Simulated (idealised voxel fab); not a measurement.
This section sets out a process module, namely voxel capacitor over wiring.
Shown is cross-section cut, with a width of 295 nm and square cells of size 5 nm.
Bands, listed from the top down, are how a cross-section gets written in this document; the cross-section itself is a grid of square cells, and a band is one or more rows of them.
Top height, bottom height, nm. Materials left to right, width each, nm. Single material + "edge to edge" = fills band edge to edge. "empty" = empty.
Zero point of the height axis is 0; under it, received wafer = one material. Lowest band: continues down indefinitely, "0 -> down".
Width "30..40": first value at the band's top row of cells, second value at its bottom row, equal change from row to row.
"no modification" -> step changed no cross-section cell.
"Closed internal voids" - sealed voids, min. 8 cells, no opening to top; format: width x height at distance (distance from left edge; nm throughout).
That trailing text on a step's line, after the settings, is the simulator's own remark on the step.
overlay nm: mask offset rightward from planned place, masked step; negative means leftward offset.
Steps planned for the process:
1,RECEIVE, material Si
2,CONFORMAL_DEP, material SiO2, thk nm 10
3,DIRECTIONAL_DEP, material TiN, thk nm 5
4,DIRECTIONAL_DEP, material W, thk nm 25
5,MASKED_ETCH, tone cover, mask id METAL_1, width nm 20, pitch nm 80, etch materials W, depth nm 25, overlay nm 0
6,MASKED_ETCH, tone cover, mask id METAL_1, width nm 20, pitch nm 80, etch materials TiN, depth nm 5, overlay nm 0
7,FILL_DEP, material SiO2, thk nm 5
8,CMP, height nm 40
9,CONFORMAL_DEP, material SiCN, thk nm 5
10,DIRECTIONAL_DEP, material SiO2, thk nm 15
11,DIRECTIONAL_DEP, material aC, thk nm 10
12,PATTERN, tone open, mask id PLUG_1, material resist, width nm 15, thk nm 25, overlay nm 0
13,DIRECTIONAL_ETCH, etch materials aC, depth nm 10
14,STRIP, etch materials resist
15,DIRECTIONAL_ETCH, etch materials SiO2, depth nm 15
16,DIRECTIONAL_ETCH, etch materials SiCN, depth nm 5
17,STRIP, etch materials aC
18,EPI, material Ru, thk nm 10
19,EPI, material Ru, thk nm 10
20,DIRECTIONAL_DEP, material TiN, thk nm 5
21,DIRECTIONAL_DEP, material Al2O3, thk nm 5
22,DIRECTIONAL_DEP, material TiN, thk nm 10
23,MASKED_ETCH, tone cover, mask id UPPER_PLATE, width nm 65, etch materials TiN, depth nm 10, overlay nm 0
24,MASKED_ETCH, tone cover, mask id UPPER_PLATE, width nm 65, etch materials Al2O3, depth nm 5, overlay nm 0
25,PATTERN, tone cover, mask id LOWER_PLATE, material resist, width nm 75, thk nm 15, overlay nm 0
26,DIRECTIONAL_ETCH, etch materials TiN, depth nm 5
27,STRIP, etch materials resist
28,FILL_DEP, material SiO2, thk nm 20
29,CMP, height nm 95
30,DIRECTIONAL_DEP, material aC, thk nm 15
31,PATTERN, tone open, mask id PLUG_2, material resist, width nm 15, thk nm 30, overlay nm 0
32,DIRECTIONAL_ETCH, etch materials aC, depth nm 15
33,STRIP, etch materials resist
34,DIRECTIONAL_ETCH, etch materials SiO2, depth nm 15
35,STRIP, etch materials aC
36,CONFORMAL_DEP, material TiN, thk nm 5
37,FILL_DEP, material Ru, thk nm 5
38,CMP, height nm 95
39,CONFORMAL_DEP, material SiCN, thk nm 5
Below: the first of two wafers, run as planned:
Shown in cross-section is the wafer as received, that is, as it stands after step 1:
	0 -> down  Si edge to edge
	Closed internal voids: none
Once step 2 is through, the wafer looks like this in cross-section:
	10 -> 0  SiO2 edge to edge
	Unchanged below 0.
Once step 3 is through, the wafer looks like this in cross-section:
	15 -> 10  TiN edge to edge
	Unchanged below 10.
Once step 4 is through, the wafer looks like this in cross-section:
	40 -> 15  W edge to edge
	Unchanged below 15.
Once step 5 is through, the wafer looks like this in cross-section:
	40 -> 15  95 nm empty, then 20 nm W, then 60 nm empty, then 20 nm W, then 100 nm empty
	Unchanged below 15.
Once step 6 is through, the wafer looks like this in cross-section:
	40 -> 15  95 nm empty, then 20 nm W, then 60 nm empty, then 20 nm W, then 100 nm empty
	15 -> 10  95 nm empty, then 20 nm TiN, then 60 nm empty, then 20 nm TiN, then 100 nm empty
	Unchanged below 10.
Once step 7 is through, the wafer looks like this in cross-section:
	45 -> 40  SiO2 edge to edge
	40 -> 15  95 nm SiO2, then 20 nm W, then 60 nm SiO2, then 20 nm W, then 100 nm SiO2
	15 -> 10  95 nm SiO2, then 20 nm TiN, then 60 nm SiO2, then 20 nm TiN, then 100 nm SiO2
	Unchanged below 10.
Once step 8 is through, the wafer looks like this in cross-section:
	40 -> 15  95 nm SiO2, then 20 nm W, then 60 nm SiO2, then 20 nm W, then 100 nm SiO2
	Unchanged below 15.
Once step 9 is through, the wafer looks like this in cross-section:
	45 -> 40  SiCN edge to edge
	Unchanged below 40.
Once step 10 is through, the wafer looks like this in cross-section:
	60 -> 45  SiO2 edge to edge
	Unchanged below 45.
Once step 11 is through, the wafer looks like this in cross-section:
	70 -> 60  aC edge to edge
	Unchanged below 60.
Once step 12 is through, the wafer looks like this in cross-section:
	95 -> 70  100 nm resist, then 15 nm empty, then 180 nm resist
	Unchanged below 70.
Once step 13 is through, the wafer looks like this in cross-section:
	85 -> 70  100 nm resist, then 15 nm empty, then 180 nm resist
	70 -> 60  100 nm aC, then 15 nm empty, then 180 nm aC
	Unchanged below 60.
Once step 14 is through, the wafer looks like this in cross-section:
	70 -> 60  100 nm aC, then 15 nm empty, then 180 nm aC
	Unchanged below 60.
Once step 15 is through, the wafer looks like this in cross-section:
	70 -> 60  100 nm aC, then 15 nm empty, then 180 nm aC
	60 -> 45  100 nm SiO2, then 15 nm empty, then 180 nm SiO2
	Unchanged below 45.
Once step 16 is through, the wafer looks like this in cross-section:
	70 -> 60  100 nm aC, then 15 nm empty, then 180 nm aC
	60 -> 45  100 nm SiO2, then 15 nm empty, then 180 nm SiO2
	45 -> 40  100 nm SiCN, then 15 nm empty, then 180 nm SiCN
	Unchanged below 40.
Once step 17 is through, the wafer looks like this in cross-section:
	60 -> 45  100 nm SiO2, then 15 nm empty, then 180 nm SiO2
	Unchanged below 45.
Once step 18 is through, the wafer looks like this in cross-section:
	60 -> 50  100 nm SiO2, then 15 nm empty, then 180 nm SiO2
	50 -> 45  100 nm SiO2, then 15 nm Ru, then 180 nm SiO2
	45 -> 40  100 nm SiCN, then 15 nm Ru, then 180 nm SiCN
	Unchanged below 40.
Once step 19 is through, the wafer looks like this in cross-section:
	60 -> 45  100 nm SiO2, then 15 nm Ru, then 180 nm SiO2
	Unchanged below 45.
Once step 20 is through, the wafer looks like this in cross-section:
	65 -> 60  TiN edge to edge
	Unchanged below 60.
Once step 21 is through, the wafer looks like this in cross-section:
	70 -> 65  Al2O3 edge to edge
	Unchanged below 65.
Once step 22 is through, the wafer looks like this in cross-section:
	80 -> 70  TiN edge to edge
	Unchanged below 70.
Once step 23 is through, the wafer looks like this in cross-section:
	80 -> 70  100 nm empty, then 65 nm TiN, then 130 nm empty
	Unchanged below 70.
Once step 24 is through, the wafer looks like this in cross-section:
	80 -> 70  100 nm empty, then 65 nm TiN, then 130 nm empty
	70 -> 65  100 nm empty, then 65 nm Al2O3, then 130 nm empty
	Unchanged below 65.
Once step 25 is through, the wafer looks like this in cross-section:
	95 -> 80  95 nm empty, then 75 nm resist, then 125 nm empty
	80 -> 70  95 nm empty, then 5 nm resist, then 65 nm TiN, then 5 nm resist, then 125 nm empty
	70 -> 65  95 nm empty, then 5 nm resist, then 65 nm Al2O3, then 5 nm resist, then 125 nm empty
	Unchanged below 65.
Once step 26 is through, the wafer looks like this in cross-section:
	95 -> 80  95 nm empty, then 75 nm resist, then 125 nm empty
	80 -> 70  95 nm empty, then 5 nm resist, then 65 nm TiN, then 5 nm resist, then 125 nm empty
	70 -> 65  95 nm empty, then 5 nm resist, then 65 nm Al2O3, then 5 nm resist, then 125 nm empty
	65 -> 60  95 nm empty, then 75 nm TiN, then 125 nm empty
	Unchanged below 60.
Once step 27 is through, the wafer looks like this in cross-section:
	80 -> 70  100 nm empty, then 65 nm TiN, then 130 nm empty
	70 -> 65  100 nm empty, then 65 nm Al2O3, then 130 nm empty
	Unchanged below 65.
Once step 28 is through, the wafer looks like this in cross-section:
	100 -> 80  SiO2 edge to edge
	80 -> 70  100 nm SiO2, then 65 nm TiN, then 130 nm SiO2
	70 -> 65  100 nm SiO2, then 65 nm Al2O3, then 130 nm SiO2
	65 -> 60  95 nm SiO2, then 75 nm TiN, then 125 nm SiO2
	Unchanged below 60.
Once step 29 is through, the wafer looks like this in cross-section:
	95 -> 80  SiO2 edge to edge
	Unchanged below 80.
Once step 30 is through, the wafer looks like this in cross-section:
	110 -> 95  aC edge to edge
	Unchanged below 95.
Once step 31 is through, the wafer looks like this in cross-section:
	140 -> 110  110 nm resist, then 15 nm empty, then 170 nm resist
	Unchanged below 110.
Once step 32 is through, the wafer looks like this in cross-section:
	125 -> 110  110 nm resist, then 15 nm empty, then 170 nm resist
	110 -> 95  110 nm aC, then 15 nm empty, then 170 nm aC
	Unchanged below 95.
Once step 33 is through, the wafer looks like this in cross-section:
	110 -> 95  110 nm aC, then 15 nm empty, then 170 nm aC
	Unchanged below 95.
Once step 34 is through, the wafer looks like this in cross-section:
	110 -> 95  110 nm aC, then 15 nm empty, then 170 nm aC
	95 -> 80  110 nm SiO2, then 15 nm empty, then 170 nm SiO2
	Unchanged below 80.
Once step 35 is through, the wafer looks like this in cross-section:
	95 -> 80  110 nm SiO2, then 15 nm empty, then 170 nm SiO2
	Unchanged below 80.
Once step 36 is through, the wafer looks like this in cross-section:
	100 -> 95  115 nm TiN, then 5 nm empty, then 175 nm TiN
	95 -> 85  110 nm SiO2, then 5 nm TiN, then 5 nm empty, then 5 nm TiN, then 170 nm SiO2
	85 -> 80  110 nm SiO2, then 15 nm TiN, then 170 nm SiO2
	Unchanged below 80.
Once step 37 is through, the wafer looks like this in cross-section:
	105 -> 100  Ru edge to edge
	100 -> 95  115 nm TiN, then 5 nm Ru, then 175 nm TiN
	95 -> 85  110 nm SiO2, then 5 nm TiN, then 5 nm Ru, then 5 nm TiN, then 170 nm SiO2
	Unchanged below 85.
Once step 38 is through, the wafer looks like this in cross-section:
	95 -> 85  110 nm SiO2, then 5 nm TiN, then 5 nm Ru, then 5 nm TiN, then 170 nm SiO2
	Unchanged below 85.
Once step 39 is through, the wafer looks like this in cross-section:
	100 -> 95  SiCN edge to edge
	Unchanged below 95.
Second wafer: same start and same plan as the first, one execution error; identical to the first through step 10:
Look at the second wafer in cross-section at the time step 11 ought to have finished:
	70 -> 60  W edge to edge
	Unchanged below 60.
Look at the second wafer in cross-section at the time step 12 ought to have finished:
	95 -> 70  100 nm resist, then 15 nm empty, then 180 nm resist
	Unchanged below 70.
Look at the second wafer in cross-section at the time step 13 ought to have finished:
	85 -> 70  100 nm resist, then 15 nm empty, then 180 nm resist
	Unchanged below 70.
Look at the second wafer in cross-section at the time step 14 ought to have finished:
	70 -> 60  W edge to edge
	Unchanged below 60.
Look at the second wafer in cross-section at the time step 15 ought to have finished: no modification
Look at the second wafer in cross-section at the time step 16 ought to have finished: no modification
Look at the second wafer in cross-section at the time step 17 ought to have finished: no modification
Look at the second wafer in cross-section at the time step 18 ought to have finished:
	80 -> 70  Ru edge to edge
	Unchanged below 70.
Look at the second wafer in cross-section at the time step 19 ought to have finished:
	90 -> 70  Ru edge to edge
	Unchanged below 70.
Look at the second wafer in cross-section at the time step 20 ought to have finished:
	95 -> 90  TiN edge to edge
	Unchanged below 90.
Look at the second wafer in cross-section at the time step 21 ought to have finished:
	100 -> 95  Al2O3 edge to edge
	Unchanged below 95.
Look at the second wafer in cross-section at the time step 22 ought to have finished:
	110 -> 100  TiN edge to edge
	Unchanged below 100.
Look at the second wafer in cross-section at the time step 23 ought to have finished:
	110 -> 100  100 nm empty, then 65 nm TiN, then 130 nm empty
	Unchanged below 100.
Look at the second wafer in cross-section at the time step 24 ought to have finished:
	110 -> 100  100 nm empty, then 65 nm TiN, then 130 nm empty
	100 -> 95  100 nm empty, then 65 nm Al2O3, then 130 nm empty
	Unchanged below 95.
Look at the second wafer in cross-section at the time step 25 ought to have finished:
	125 -> 110  95 nm empty, then 75 nm resist, then 125 nm empty
	110 -> 100  95 nm empty, then 5 nm resist, then 65 nm TiN, then 5 nm resist, then 125 nm empty
	100 -> 95  95 nm empty, then 5 nm resist, then 65 nm Al2O3, then 5 nm resist, then 125 nm empty
	Unchanged below 95.
Look at the second wafer in cross-section at the time step 26 ought to have finished:
	125 -> 110  95 nm empty, then 75 nm resist, then 125 nm empty
	110 -> 100  95 nm empty, then 5 nm resist, then 65 nm TiN, then 5 nm resist, then 125 nm empty
	100 -> 95  95 nm empty, then 5 nm resist, then 65 nm Al2O3, then 5 nm resist, then 125 nm empty
	95 -> 90  95 nm empty, then 75 nm TiN, then 125 nm empty
	Unchanged below 90.
Look at the second wafer in cross-section at the time step 27 ought to have finished:
	110 -> 100  100 nm empty, then 65 nm TiN, then 130 nm empty
	100 -> 95  100 nm empty, then 65 nm Al2O3, then 130 nm empty
	Unchanged below 95.
Look at the second wafer in cross-section at the time step 28 ought to have finished:
	130 -> 110  SiO2 edge to edge
	110 -> 100  100 nm SiO2, then 65 nm TiN, then 130 nm SiO2
	100 -> 95  100 nm SiO2, then 65 nm Al2O3, then 130 nm SiO2
	95 -> 90  95 nm SiO2, then 75 nm TiN, then 125 nm SiO2
	Unchanged below 90.
Look at the second wafer in cross-section at the time step 29 ought to have finished:
	95 -> 90  95 nm SiO2, then 75 nm TiN, then 125 nm SiO2
	Unchanged below 90.
Look at the second wafer in cross-section at the time step 30 ought to have finished:
	110 -> 95  aC edge to edge
	Unchanged below 95.
Look at the second wafer in cross-section at the time step 31 ought to have finished:
	140 -> 110  110 nm resist, then 15 nm empty, then 170 nm resist
	Unchanged below 110.
Look at the second wafer in cross-section at the time step 32 ought to have finished:
	125 -> 110  110 nm resist, then 15 nm empty, then 170 nm resist
	110 -> 95  110 nm aC, then 15 nm empty, then 170 nm aC
	Unchanged below 95.
Look at the second wafer in cross-section at the time step 33 ought to have finished:
	110 -> 95  110 nm aC, then 15 nm empty, then 170 nm aC
	Unchanged below 95.
Look at the second wafer in cross-section at the time step 34 ought to have finished: no modification
Look at the second wafer in cross-section at the time step 35 ought to have finished:
	95 -> 90  95 nm SiO2, then 75 nm TiN, then 125 nm SiO2
	Unchanged below 90.
Look at the second wafer in cross-section at the time step 36 ought to have finished:
	100 -> 95  TiN edge to edge
	Unchanged below 95.
Look at the second wafer in cross-section at the time step 37 ought to have finished:
	105 -> 100  Ru edge to edge
	Unchanged below 100.
Look at the second wafer in cross-section at the time step 38 ought to have finished:
	95 -> 90  95 nm SiO2, then 75 nm TiN, then 125 nm SiO2
	Unchanged below 90.
Look at the second wafer in cross-section at the time step 39 ought to have finished:
	100 -> 95  SiCN edge to edge
	Unchanged below 95.
Short version of what went wrong: step 11 was not run as planned; what actually ran was DIRECTIONAL_DEP, material W, thk nm 10
In the final state, the cell counts of the second wafer exceed or fall short of those of the first for the following materials: Al2O3 -13 | Ru +222 | SiCN +3 | SiO2 -297 | TiN -33 | W +118
